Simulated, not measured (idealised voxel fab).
A process module follows: voxel self aligned contacts.
The cross-section on display is named cut; it measures 215 nm wide, and its cells are 5 nm squares.
A cross-section in this document is a grid of square cells, and it is written down as bands, the top band listed before the ones below it; a band is made up of one or more rows of cells. The entry gives the band's vertical extent as a top height and a bottom height in nm, then its horizontal make-up as materials from left to right, each with a width in nm. "empty" stands for empty space; a single material marked "edge to edge" fills the band edge to edge. Below 0: as-received wafer, all one material; heights counted from there. Lowest band: no bottom, goes on down, written "0 -> down". Per-row width for "30 to 40": begins at first number (top row of band), ends at second number (bottom row), increment between rows held constant. "left unchanged" for a step: no cell of the cross-section changed in that step. Heads up: "Encapsulated voids" only lists the empty pockets with no open path to the top that are 8 cells or more, and it writes them as width x height at distance, distance from the left edge, in nm. Anything after a step's settings on that line? It's the simulator's own note about the step. overlay nm: for a step with a mask, the amount by which the mask lay right of where it was planned; a negative amount means left of it.
Intended process steps
1,RECEIVE: material Si
2,OXIDIZE: depth nm 5
3,DIRECTIONAL_DEP: material polySi, thk nm 25
4,DIRECTIONAL_DEP: material SiN, thk nm 25
5,MASKED_ETCH: tone cover, mask id GATE, width nm 25, pitch nm 65, etch materials SiN, depth nm 25, overlay nm 0
6,MASKED_ETCH: tone cover, mask id GATE, width nm 25, pitch nm 65, etch materials polySi, depth nm 25, overlay nm 0
7,CONFORMAL_DEP: material SiN, thk nm 10
8,DIRECTIONAL_ETCH: etch materials SiN, depth nm 10
9,FILL_DEP: material SiO2, thk nm 15
10,CMP: height nm 55
11,MASKED_ETCH: tone open, mask id CONTACT, width nm 50, pitch nm 65, etch materials SiO2, depth nm 60, overlay nm 0
12,CONFORMAL_DEP: material TiN, thk nm 5
13,FILL_DEP: material Ru, thk nm 10
14,CMP: height nm 55
15,CONFORMAL_DEP: material SiCN, thk nm 5
Shown in cross-section is the wafer as received, that is, as it stands after step 1
* 0 -> down = Si edge to edge
* Encapsulated voids: none
The cross-section shown corresponds to the wafer at the conclusion of the module. The initial structure and the process plan are those presented above; however, one mistake occurred in executing the plan
* 60 -> 55 = SiCN edge to edge
* 55 -> 50 = 50 of SiO2 | 50 of TiN | 15 of SiO2 | 50 of TiN | 50 of SiO2
* 50 -> 25 = SiCN edge to edge
* 25 -> 0 = polySi edge to edge
* 0 -> -5 = SiO2 edge to edge
* -5 -> down = Si edge to edge
* Encapsulated voids: none
What was the processing mistake? it should be noted that step 4 was executed with settings other than those planned, the operation and settings actually applied being DIRECTIONAL_DEP: material SiCN, thk nm 25
